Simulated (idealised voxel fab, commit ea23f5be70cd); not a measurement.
process module | voxel air gaps
cross-section cut | 280 nm wide | cells 5 nm
A cross-section is a grid of square cells, given in bands from the top down. A band is one or more rows of cells.
Each band's line starts with the height of the band's top and of its bottom, in nm. Then come its materials from left to right, each with its width in nm. One material with "throughout" fills the band from edge to edge. "air" is empty space.
Height 0 is the level under which the wafer as received is all one material. The lowest band goes on downwards, as in "0 down".
A width such as "30 to 40" changes by the same amount from each row of cells to the next, from the band's top row to its bottom row.
"no change" after a step means that no cell of the cross-section changed.
closed voids: empty space of 8 cells or more with no open way to the top, each as width x height at its distance from the left edge, in nm
after a step's settings: what the simulator itself notes on the step
overlay nm, on a step with a mask: how far to the right of its planned place the mask lay; to the left if negative
plan
1 op RECEIVE | material Si
2 op CONFORMAL_DEP | material SiO2 | thk nm 10
3 op CONFORMAL_DEP | material SiCN | thk nm 5
4 op DIRECTIONAL_DEP | material lowk | thk nm 30
5 op PATTERN | tone open | mask id LINES | material resist | width nm 15 | pitch nm 45 | thk nm 15 | overlay nm 0
6 op DIRECTIONAL_ETCH | etch materials lowk | depth nm 30
7 op STRIP | etch materials resist
8 op CONFORMAL_DEP | material TiN | thk nm 5
9 op FILL_DEP | material Cu | thk nm 5
10 op CMP | height nm 45
11 op EPI | material Ru | thk nm 10
12 op SELECTIVE_ETCH | etch materials lowk | depth nm 40
13 op CONFORMAL_DEP | material SiCN | thk nm 5
varied across the wafers: width nm of step 5. The plan shows the first wafer's value. All wafers start alike
first wafer as received, after step 1
  0 down: Si throughout
  closed voids: none
each wafer at the end: cells of each material gained (+) or lost (-) since it was received, then its closed voids
width nm 15 | +20 Cu | +56 Ru | +208 SiCN | +112 SiO2 | +52 TiN | closed voids: 20 x 20 at 85; 20 x 20 at 130; 20 x 20 at 175
width nm 20 | +40 Cu | +64 Ru | +196 SiCN | +112 SiO2 | +56 TiN | closed voids: 15 x 20 at 85; 15 x 20 at 130; 15 x 20 at 175
width nm 25 | +60 Cu | +72 Ru | +136 SiCN | +112 SiO2 | +60 TiN | +72 lowk | closed voids: none
width nm 30 | +80 Cu | +74 Ru | +136 SiCN | +112 SiO2 | +64 TiN | +54 lowk | closed voids: none
